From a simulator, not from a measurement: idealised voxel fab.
Module name: voxel self aligned contacts (process module)
The cross-section on display is named cut; it measures 295 nm wide, and its cells are 5 nm squares.
This document writes a cross-section as a grid whose cells are square, and gives it as bands, listed from the top down; one or more rows of cells form a band.
Look at the band entry: it leads with the top's height and the bottom's height in nm. Then it lists the materials left to right, with a width in nm for each. The word "full width" on a single material says that material fills the band edge to edge. The word "air" is empty space.
All heights in this document are referenced to 0, defined as the level beneath which the wafer, as received, consists entirely of one material. The lowest band is not bounded below; it extends indefinitely downward and is written in the form "top 0, no bottom".
Note: "30..40" means the width goes from the first number (top row of the band) to the second number (bottom row) in equal steps per row of cells.
Take "same as before" at face value: in the step it is given for, the cross-section changed in none of its cells.
Heads up: "Closed internal voids" only lists the empty pockets with no open path to the top that are 8 cells or more, and it writes them as width x height at distance, distance from the left edge, in nm.
Heads up: the bit after the settings on a step's line is the simulator's remark on that step.
overlay nm: on a step with a mask, how far right of its planned place the mask lay; negative means left.

Plan:
step 1: RECEIVE | material Si
step 2: CONFORMAL_DEP | material SiO2 | thk nm 5
step 3: DIRECTIONAL_DEP | material polySi | thk nm 30
step 4: DIRECTIONAL_DEP | material SiN | thk nm 25
step 5: MASKED_ETCH | tone cover | mask id GATE | width nm 30 | pitch nm 75 | etch materials SiN | depth nm 25 | overlay nm 0
step 6: MASKED_ETCH | tone cover | mask id GATE | width nm 30 | pitch nm 75 | etch materials polySi | depth nm 30 | overlay nm 0
step 7: CONFORMAL_DEP | material SiN | thk nm 10
step 8: DIRECTIONAL_ETCH | etch materials SiN | depth nm 10
step 9: FILL_DEP | material SiO2 | thk nm 15
step 10: CMP | height nm 65
step 11: PATTERN | tone open | mask id CONTACT | material resist | width nm 55 | pitch nm 75 | thk nm 15 | overlay nm 0
step 12: DIRECTIONAL_ETCH | etch materials SiO2 | depth nm 65
step 13: STRIP | etch materials resist
step 14: CONFORMAL_DEP | material TiN | thk nm 5
step 15: FILL_DEP | material W | thk nm 10
step 16: CMP | height nm 65
step 17: CONFORMAL_DEP | material SiCN | thk nm 5

The first of two wafers, run as planned:

Delivered wafer in cross-section: state after step 1:
  top 0, no bottom: Si full width
  Closed internal voids: none

Presented here is a cross-section of the wafer after step 2 has been performed:
  top 5, bottom 0: SiO2 full width
  Below a height of 0, the structure has not been altered.

Presented here is a cross-section of the wafer after step 3 has been performed:
  top 35, bottom 5: polySi full width
  Below a height of 5, the structure has not been altered.

Presented here is a cross-section of the wafer after step 4 has been performed:
  top 60, bottom 35: SiN full width
  Below a height of 35, the structure has not been altered.

Presented here is a cross-section of the wafer after step 5 has been performed:
  top 60, bottom 35: 55 air, 30 SiN, 45 air, 30 SiN, 45 air, 30 SiN, 60 air
  Below a height of 35, the structure has not been altered.

Presented here is a cross-section of the wafer after step 6 has been performed:
  top 60, bottom 35: 55 air, 30 SiN, 45 air, 30 SiN, 45 air, 30 SiN, 60 air
  top 35, bottom 5: 55 air, 30 polySi, 45 air, 30 polySi, 45 air, 30 polySi, 60 air
  Below a height of 5, the structure has not been altered.

Presented here is a cross-section of the wafer after step 7 has been performed:
  top 70, bottom 35: 45 air, 50 SiN, 25 air, 50 SiN, 25 air, 50 SiN, 50 air
  top 35, bottom 15: 45 air, 10 SiN, 30 polySi, 10 SiN, 25 air, 10 SiN, 30 polySi, 10 SiN, 25 air, 10 SiN, 30 polySi, 10 SiN, 50 air
  top 15, bottom 5: 55 SiN, 30 polySi, 45 SiN, 30 polySi, 45 SiN, 30 polySi, 60 SiN
  Below a height of 5, the structure has not been altered.

Presented here is a cross-section of the wafer after step 8 has been performed:
  top 60, bottom 35: 45 air, 50 SiN, 25 air, 50 SiN, 25 air, 50 SiN, 50 air
  top 35, bottom 5: 45 air, 10 SiN, 30 polySi, 10 SiN, 25 air, 10 SiN, 30 polySi, 10 SiN, 25 air, 10 SiN, 30 polySi, 10 SiN, 50 air
  Below a height of 5, the structure has not been altered.

Presented here is a cross-section of the wafer after step 9 has been performed:
  top 75, bottom 60: SiO2 full width
  top 60, bottom 35: 45 SiO2, 50 SiN, 25 SiO2, 50 SiN, 25 SiO2, 50 SiN, 50 SiO2
  top 35, bottom 5: 45 SiO2, 10 SiN, 30 polySi, 10 SiN, 25 SiO2, 10 SiN, 30 polySi, 10 SiN, 25 SiO2, 10 SiN, 30 polySi, 10 SiN, 50 SiO2
  Below a height of 5, the structure has not been altered.

Presented here is a cross-section of the wafer after step 10 has been performed:
  top 65, bottom 60: SiO2 full width
  Below a height of 60, the structure has not been altered.

Presented here is a cross-section of the wafer after step 11 has been performed:
  top 80, bottom 65: 80 resist, 55 air, 20 resist, 55 air, 85 resist
  Below a height of 65, the structure has not been altered.

Presented here is a cross-section of the wafer after step 12 has been performed:
  top 80, bottom 65: 80 resist, 55 air, 20 resist, 55 air, 85 resist
  top 65, bottom 60: 80 SiO2, 55 air, 20 SiO2, 55 air, 85 SiO2
  top 60, bottom 35: 45 SiO2, 50 SiN, 25 air, 50 SiN, 25 air, 50 SiN, 50 SiO2
  top 35, bottom 5: 45 SiO2, 10 SiN, 30 polySi, 10 SiN, 25 air, 10 SiN, 30 polySi, 10 SiN, 25 air, 10 SiN, 30 polySi, 10 SiN, 50 SiO2
  top 5, bottom 0: 95 SiO2, 25 air, 50 SiO2, 25 air, 100 SiO2
  Below a height of 0, the structure has not been altered.

Presented here is a cross-section of the wafer after step 13 has been performed:
  top 65, bottom 60: 80 SiO2, 55 air, 20 SiO2, 55 air, 85 SiO2
  Below a height of 60, the structure has not been altered.

Presented here is a cross-section of the wafer after step 14 has been performed:
  top 70, bottom 65: 85 TiN, 45 air, 30 TiN, 45 air, 90 TiN
  top 65, bottom 60: 80 SiO2, 20 TiN, 15 air, 20 TiN, 20 SiO2, 20 TiN, 15 air, 20 TiN, 85 SiO2
  top 60, bottom 35: 45 SiO2, 50 SiN, 5 TiN, 15 air, 5 TiN, 50 SiN, 5 TiN, 15 air, 5 TiN, 50 SiN, 50 SiO2
  top 35, bottom 5: 45 SiO2, 10 SiN, 30 polySi, 10 SiN, 5 TiN, 15 air, 5 TiN, 10 SiN, 30 polySi, 10 SiN, 5 TiN, 15 air, 5 TiN, 10 SiN, 30 polySi, 10 SiN, 50 SiO2
  top 5, bottom 0: 95 SiO2, 25 TiN, 50 SiO2, 25 TiN, 100 SiO2
  Below a height of 0, the structure has not been altered.

Presented here is a cross-section of the wafer after step 15 has been performed:
  top 80, bottom 70: W full width
  top 70, bottom 65: 85 TiN, 45 W, 30 TiN, 45 W, 90 TiN
  top 65, bottom 60: 80 SiO2, 20 TiN, 15 W, 20 TiN, 20 SiO2, 20 TiN, 15 W, 20 TiN, 85 SiO2
  top 60, bottom 35: 45 SiO2, 50 SiN, 5 TiN, 15 W, 5 TiN, 50 SiN, 5 TiN, 15 W, 5 TiN, 50 SiN, 50 SiO2
  top 35, bottom 5: 45 SiO2, 10 SiN, 30 polySi, 10 SiN, 5 TiN, 15 W, 5 TiN, 10 SiN, 30 polySi, 10 SiN, 5 TiN, 15 W, 5 TiN, 10 SiN, 30 polySi, 10 SiN, 50 SiO2
  Below a height of 5, the structure has not been altered.

Presented here is a cross-section of the wafer after step 16 has been performed:
  top 65, bottom 60: 80 SiO2, 20 TiN, 15 W, 20 TiN, 20 SiO2, 20 TiN, 15 W, 20 TiN, 85 SiO2
  Below a height of 60, the structure has not been altered.

Presented here is a cross-section of the wafer after step 17 has been performed:
  top 70, bottom 65: SiCN full width
  Below a height of 65, the structure has not been altered.

Wafer two of two - same starting point, same process plan, one mistake in execution; matches wafer one up to and including step 5:

Cross-section of the second wafer at the time step 6 of the plan should have ended:
  top 60, bottom 35: 55 air, 30 SiN, 45 air, 30 SiN, 45 air, 30 SiN, 60 air
  top 35, bottom 5: 55 air, 40 polySi, 35 air, 40 polySi, 35 air, 40 polySi, 50 air
  Below a height of 5, the structure has not been altered.

Cross-section of the second wafer at the time step 7 of the plan should have ended:
  top 70, bottom 45: 45 air, 50 SiN, 25 air, 50 SiN, 25 air, 50 SiN, 50 air
  top 45, bottom 35: 45 air, 60 SiN, 15 air, 60 SiN, 15 air, 60 SiN, 40 air
  top 35, bottom 15: 45 air, 10 SiN, 40 polySi, 10 SiN, 15 air, 10 SiN, 40 polySi, 10 SiN, 15 air, 10 SiN, 40 polySi, 10 SiN, 40 air
  top 15, bottom 5: 55 SiN, 40 polySi, 35 SiN, 40 polySi, 35 SiN, 40 polySi, 50 SiN
  Below a height of 5, the structure has not been altered.

Cross-section of the second wafer at the time step 8 of the plan should have ended:
  top 60, bottom 35: 45 air, 50 SiN, 25 air, 50 SiN, 25 air, 50 SiN, 50 air
  top 35, bottom 5: 45 air, 10 SiN, 40 polySi, 10 SiN, 15 air, 10 SiN, 40 polySi, 10 SiN, 15 air, 10 SiN, 40 polySi, 10 SiN, 40 air
  Below a height of 5, the structure has not been altered.

Cross-section of the second wafer at the time step 9 of the plan should have ended:
  top 75, bottom 60: SiO2 full width
  top 60, bottom 35: 45 SiO2, 50 SiN, 25 SiO2, 50 SiN, 25 SiO2, 50 SiN, 50 SiO2
  top 35, bottom 5: 45 SiO2, 10 SiN, 40 polySi, 10 SiN, 15 SiO2, 10 SiN, 40 polySi, 10 SiN, 15 SiO2, 10 SiN, 40 polySi, 10 SiN, 40 SiO2
  Below a height of 5, the structure has not been altered.

Cross-section of the second wafer at the time step 10 of the plan should have ended:
  top 65, bottom 60: SiO2 full width
  Below a height of 60, the structure has not been altered.

Cross-section of the second wafer at the time step 11 of the plan should have ended:
  top 80, bottom 65: 80 resist, 55 air, 20 resist, 55 air, 85 resist
  Below a height of 65, the structure has not been altered.

Cross-section of the second wafer at the time step 12 of the plan should have ended:
  top 80, bottom 65: 80 resist, 55 air, 20 resist, 55 air, 85 resist
  top 65, bottom 60: 80 SiO2, 55 air, 20 SiO2, 55 air, 85 SiO2
  top 60, bottom 35: 45 SiO2, 50 SiN, 25 air, 50 SiN, 25 air, 50 SiN, 50 SiO2
  top 35, bottom 5: 45 SiO2, 10 SiN, 40 polySi, 10 SiN, 15 air, 10 SiN, 40 polySi, 10 SiN, 15 air, 10 SiN, 40 polySi, 10 SiN, 40 SiO2
  top 5, bottom 0: 105 SiO2, 15 air, 60 SiO2, 15 air, 100 SiO2
  Below a height of 0, the structure has not been altered.

Cross-section of the second wafer at the time step 13 of the plan should have ended:
  top 65, bottom 60: 80 SiO2, 55 air, 20 SiO2, 55 air, 85 SiO2
  Below a height of 60, the structure has not been altered.

Cross-section of the second wafer at the time step 14 of the plan should have ended:
  top 70, bottom 65: 85 TiN, 45 air, 30 TiN, 45 air, 90 TiN
  top 65, bottom 60: 80 SiO2, 20 TiN, 15 air, 20 TiN, 20 SiO2, 20 TiN, 15 air, 20 TiN, 85 SiO2
  top 60, bottom 40: 45 SiO2, 50 SiN, 5 TiN, 15 air, 5 TiN, 50 SiN, 5 TiN, 15 air, 5 TiN, 50 SiN, 50 SiO2
  top 40, bottom 35: 45 SiO2, 50 SiN, 15 TiN, 5 air, 5 TiN, 50 SiN, 15 TiN, 5 air, 5 TiN, 50 SiN, 50 SiO2
  top 35, bottom 5: 45 SiO2, 10 SiN, 40 polySi, 10 SiN, 5 TiN, 5 air, 5 TiN, 10 SiN, 40 polySi, 10 SiN, 5 TiN, 5 air, 5 TiN, 10 SiN, 40 polySi, 10 SiN, 40 SiO2
  top 5, bottom 0: 105 SiO2, 15 TiN, 60 SiO2, 15 TiN, 100 SiO2
  Below a height of 0, the structure has not been altered.

Cross-section of the second wafer at the time step 15 of the plan should have ended:
  top 80, bottom 70: W full width
  top 70, bottom 65: 85 TiN, 45 W, 30 TiN, 45 W, 90 TiN
  top 65, bottom 60: 80 SiO2, 20 TiN, 15 W, 20 TiN, 20 SiO2, 20 TiN, 15 W, 20 TiN, 85 SiO2
  top 60, bottom 40: 45 SiO2, 50 SiN, 5 TiN, 15 W, 5 TiN, 50 SiN, 5 TiN, 15 W, 5 TiN, 50 SiN, 50 SiO2
  top 40, bottom 35: 45 SiO2, 50 SiN, 15 TiN, 5 W, 5 TiN, 50 SiN, 15 TiN, 5 W, 5 TiN, 50 SiN, 50 SiO2
  top 35, bottom 5: 45 SiO2, 10 SiN, 40 polySi, 10 SiN, 5 TiN, 5 W, 5 TiN, 10 SiN, 40 polySi, 10 SiN, 5 TiN, 5 W, 5 TiN, 10 SiN, 40 polySi, 10 SiN, 40 SiO2
  Below a height of 5, the structure has not been altered.

Cross-section of the second wafer at the time step 16 of the plan should have ended:
  top 65, bottom 60: 80 SiO2, 20 TiN, 15 W, 20 TiN, 20 SiO2, 20 TiN, 15 W, 20 TiN, 85 SiO2
  Below a height of 60, the structure has not been altered.

Cross-section of the second wafer at the time step 17 of the plan should have ended:
  top 70, bottom 65: SiCN full width
  Below a height of 65, the structure has not been altered.
Want to know what went wrong? step 6 was processed under conditions differing from the plan, specifically as MASKED_ETCH | tone cover | mask id GATE | width nm 30 | pitch nm 75 | etch materials polySi | depth nm 30 | overlay nm 10
The final cell counts differ between the wafers, with the second having more or fewer of some materials than the first: 8 fewer of SiO2, 28 fewer of W, 36 more of polySi
